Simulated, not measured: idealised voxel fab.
process module | voxel wiring stack
cross-section cut | 205 nm wide | cells 5 nm
A cross-section is a grid of square cells, given in bands from the top down. A band is one or more rows of cells.
Each band's line starts with the height of the band's top and of its bottom, in nm. Then come its materials from left to right, each with its width in nm. One material with "throughout" fills the band from edge to edge. "air" is empty space.
Height 0 is the level under which the wafer as received is all one material. The lowest band goes on downwards, as in "0 down".
A width such as "30 to 40" changes by the same amount from each row of cells to the next, from the band's top row to its bottom row.
"no change" after a step means that no cell of the cross-section changed.
closed voids: empty space of 8 cells or more with no open way to the top, each as width x height at its distance from the left edge, in nm
after a step's settings: what the simulator itself notes on the step
overlay nm, on a step with a mask: how far to the right of its planned place the mask lay; to the left if negative
plan
1 op RECEIVE | material Si
2 op CONFORMAL_DEP | material SiO2 | thk nm 15
3 op DIRECTIONAL_DEP | material TiN | thk nm 5
4 op DIRECTIONAL_DEP | material W | thk nm 25
5 op DIRECTIONAL_DEP | material aC | thk nm 15
6 op PATTERN | tone cover | mask id METAL_1 | material resist | width nm 20 | pitch nm 40 | thk nm 30 | overlay nm 0
7 op DIRECTIONAL_ETCH | etch materials aC | depth nm 15
8 op STRIP | etch materials resist
9 op DIRECTIONAL_ETCH | etch materials W | depth nm 25
10 op DIRECTIONAL_ETCH | etch materials TiN | depth nm 5
11 op STRIP | etch materials aC
12 op CONFORMAL_DEP | material SiCN | thk nm 5
13 op FILL_DEP | material SiO2 | thk nm 5
14 op CMP | height nm 45
15 op CONFORMAL_DEP | material SiCN | thk nm 5
16 op DIRECTIONAL_DEP | material lowk | thk nm 30
17 op MASKED_ETCH | tone open | mask id METAL_2_HOLES | width nm 15 | pitch nm 80 | etch materials lowk | depth nm 30 | overlay nm 0
18 op PATTERN | tone open | mask id METAL_2 | material resist | width nm 20 | pitch nm 40 | thk nm 20 | overlay nm 0
19 op DIRECTIONAL_ETCH | etch materials lowk | depth nm 15
20 op DIRECTIONAL_ETCH | etch materials SiCN | depth nm 5
21 op STRIP | etch materials resist
22 op CONFORMAL_DEP | material TiN | thk nm 5
23 op FILL_DEP | material Cu | thk nm 5
24 op CMP | height nm 80
25 op CONFORMAL_DEP | material SiCN | thk nm 5
26 op DIRECTIONAL_DEP | material SiO2 | thk nm 30
27 op MASKED_ETCH | tone open | mask id METAL_3 | width nm 20 | pitch nm 40 | etch materials SiO2 | depth nm 15 | overlay nm 0
28 op MASKED_ETCH | tone open | mask id METAL_3_HOLES | width nm 15 | pitch nm 80 | etch materials SiO2 | depth nm 15 | overlay nm 0
29 op MASKED_ETCH | tone open | mask id METAL_3_HOLES | width nm 15 | pitch nm 80 | etch materials SiCN | depth nm 5 | overlay nm 0
30 op CONFORMAL_DEP | material TiN | thk nm 5
31 op FILL_DEP | material Ru | thk nm 5
32 op CMP | height nm 115
33 op CONFORMAL_DEP | material SiCN | thk nm 5
34 op DIRECTIONAL_DEP | material SiO2 | thk nm 25
35 op MASKED_ETCH | tone open | mask id METAL_4 | width nm 20 | pitch nm 40 | etch materials SiO2 | depth nm 15 | overlay nm 0
36 op PATTERN | tone open | mask id METAL_4_HOLES | material resist | width nm 15 | pitch nm 80 | thk nm 20 | overlay nm 0
37 op DIRECTIONAL_ETCH | etch materials SiO2 | depth nm 10
38 op DIRECTIONAL_ETCH | etch materials SiCN | depth nm 5
39 op STRIP | etch materials resist
40 op CONFORMAL_DEP | material TiN | thk nm 5
41 op FILL_DEP | material Ru | thk nm 10
42 op CMP | height nm 145
43 op CONFORMAL_DEP | material SiN | thk nm 5
as received, after step 1
  0 down: Si throughout
  closed voids: none
first wafer at the end, as planned
  150 to 145: SiN throughout
  145 to 135: SiO2 30 | TiN 5 | Ru 10 | TiN 5 | SiO2 20 | TiN 5 | Ru 10 | TiN 5 | SiO2 20 | TiN 5 | Ru 10 | TiN 5 | SiO2 20 | TiN 5 | Ru 10 | TiN 5 | SiO2 35
  135 to 130: SiO2 30 | TiN 5 | Ru 5 | TiN 10 | SiO2 20 | TiN 20 | SiO2 20 | TiN 5 | Ru 5 | TiN 10 | SiO2 20 | TiN 20 | SiO2 35
  130 to 120: SiO2 30 | TiN 5 | Ru 5 | TiN 5 | SiO2 65 | TiN 5 | Ru 5 | TiN 5 | SiO2 80
  120 to 115: SiCN 30 | TiN 15 | SiCN 65 | TiN 15 | SiCN 80
  115 to 105: SiO2 30 | TiN 5 | Ru 10 | TiN 5 | SiO2 20 | TiN 5 | Ru 10 | TiN 5 | SiO2 20 | TiN 5 | Ru 10 | TiN 5 | SiO2 20 | TiN 5 | Ru 10 | TiN 5 | SiO2 35
  105 to 100: SiO2 30 | TiN 5 | Ru 5 | TiN 10 | SiO2 20 | TiN 20 | SiO2 20 | TiN 5 | Ru 5 | TiN 10 | SiO2 20 | TiN 20 | SiO2 35
  100 to 85: SiO2 30 | TiN 5 | Ru 5 | TiN 5 | SiO2 65 | TiN 5 | Ru 5 | TiN 5 | SiO2 80
  85 to 80: SiCN 30 | TiN 15 | SiCN 65 | TiN 15 | SiCN 80
  80 to 70: lowk 30 | TiN 5 | Cu 10 | TiN 5 | lowk 20 | TiN 5 | Cu 10 | TiN 5 | lowk 20 | TiN 5 | Cu 10 | TiN 5 | lowk 20 | TiN 5 | Cu 10 | TiN 5 | lowk 35
  70 to 65: lowk 30 | TiN 5 | Cu 5 | TiN 10 | lowk 20 | TiN 20 | lowk 20 | TiN 5 | Cu 5 | TiN 10 | lowk 20 | TiN 20 | lowk 35
  65 to 50: lowk 30 | TiN 5 | Cu 5 | TiN 5 | lowk 65 | TiN 5 | Cu 5 | TiN 5 | lowk 80
  50 to 45: SiCN 30 | TiN 15 | SiCN 65 | TiN 15 | SiCN 80
  45 to 20: SiO2 25 | SiCN 5 | W 20 | SiCN 5 | SiO2 10 | SiCN 5 | W 20 | SiCN 5 | SiO2 10 | SiCN 5 | W 20 | SiCN 5 | SiO2 10 | SiCN 5 | W 20 | SiCN 5 | SiO2 30
  20 to 15: SiCN 30 | TiN 20 | SiCN 20 | TiN 20 | SiCN 20 | TiN 20 | SiCN 20 | TiN 20 | SiCN 35
  15 to 0: SiO2 throughout
  0 down: Si throughout
  closed voids: none
second wafer at the end: like start, like plan, one mistake
  150 to 145: SiN throughout
  145 to 140: Ru throughout
  140 to 135: TiN 35 | Ru 10 | TiN 30 | Ru 10 | TiN 30 | Ru 10 | TiN 30 | Ru 10 | TiN 40
  135 to 130: SiO2 30 | TiN 20 | SiO2 20 | TiN 5 | Ru 10 | TiN 5 | SiO2 20 | TiN 20 | SiO2 20 | TiN 5 | Ru 10 | TiN 5 | SiO2 35
  130 to 120: SiO2 45 | TiN 5 | SiO2 20 | TiN 5 | Ru 10 | TiN 5 | SiO2 35 | TiN 5 | SiO2 20 | TiN 5 | Ru 10 | TiN 5 | SiO2 35
  120 to 115: SiCN 45 | TiN 5 | SiCN 20 | TiN 20 | SiCN 35 | TiN 5 | SiCN 20 | TiN 20 | SiCN 35
  115 to 105: SiO2 30 | TiN 5 | Ru 10 | TiN 5 | SiO2 20 | TiN 5 | Ru 10 | TiN 5 | SiO2 20 | TiN 5 | Ru 10 | TiN 5 | SiO2 20 | TiN 5 | Ru 10 | TiN 5 | SiO2 35
  105 to 100: SiO2 30 | TiN 5 | Ru 5 | TiN 10 | SiO2 20 | TiN 20 | SiO2 20 | TiN 5 | Ru 5 | TiN 10 | SiO2 20 | TiN 20 | SiO2 35
  100 to 85: SiO2 30 | TiN 5 | Ru 5 | TiN 5 | SiO2 65 | TiN 5 | Ru 5 | TiN 5 | SiO2 80
  85 to 80: SiCN 30 | TiN 15 | SiCN 65 | TiN 15 | SiCN 80
  80 to 70: lowk 30 | TiN 5 | Cu 10 | TiN 5 | lowk 20 | TiN 5 | Cu 10 | TiN 5 | lowk 20 | TiN 5 | Cu 10 | TiN 5 | lowk 20 | TiN 5 | Cu 10 | TiN 5 | lowk 35
  70 to 65: lowk 30 | TiN 5 | Cu 5 | TiN 10 | lowk 20 | TiN 20 | lowk 20 | TiN 5 | Cu 5 | TiN 10 | lowk 20 | TiN 20 | lowk 35
  65 to 50: lowk 30 | TiN 5 | Cu 5 | TiN 5 | lowk 65 | TiN 5 | Cu 5 | TiN 5 | lowk 80
  50 to 45: SiCN 30 | TiN 15 | SiCN 65 | TiN 15 | SiCN 80
  45 to 20: SiO2 25 | SiCN 5 | W 20 | SiCN 5 | SiO2 10 | SiCN 5 | W 20 | SiCN 5 | SiO2 10 | SiCN 5 | W 20 | SiCN 5 | SiO2 10 | SiCN 5 | W 20 | SiCN 5 | SiO2 30
  20 to 15: SiCN 30 | TiN 20 | SiCN 20 | TiN 20 | SiCN 20 | TiN 20 | SiCN 20 | TiN 20 | SiCN 35
  15 to 0: SiO2 throughout
  0 down: Si throughout
  closed voids: none
what went wrong: step 36 ran as: op PATTERN | tone cover | mask id METAL_4_HOLES | material resist | width nm 15 | pitch nm 80 | thk nm 20 | overlay nm 0
at the end the second wafer has, in cells: 39 more of Ru | 4 fewer of SiCN | 58 fewer of SiO2 | 23 more of TiN
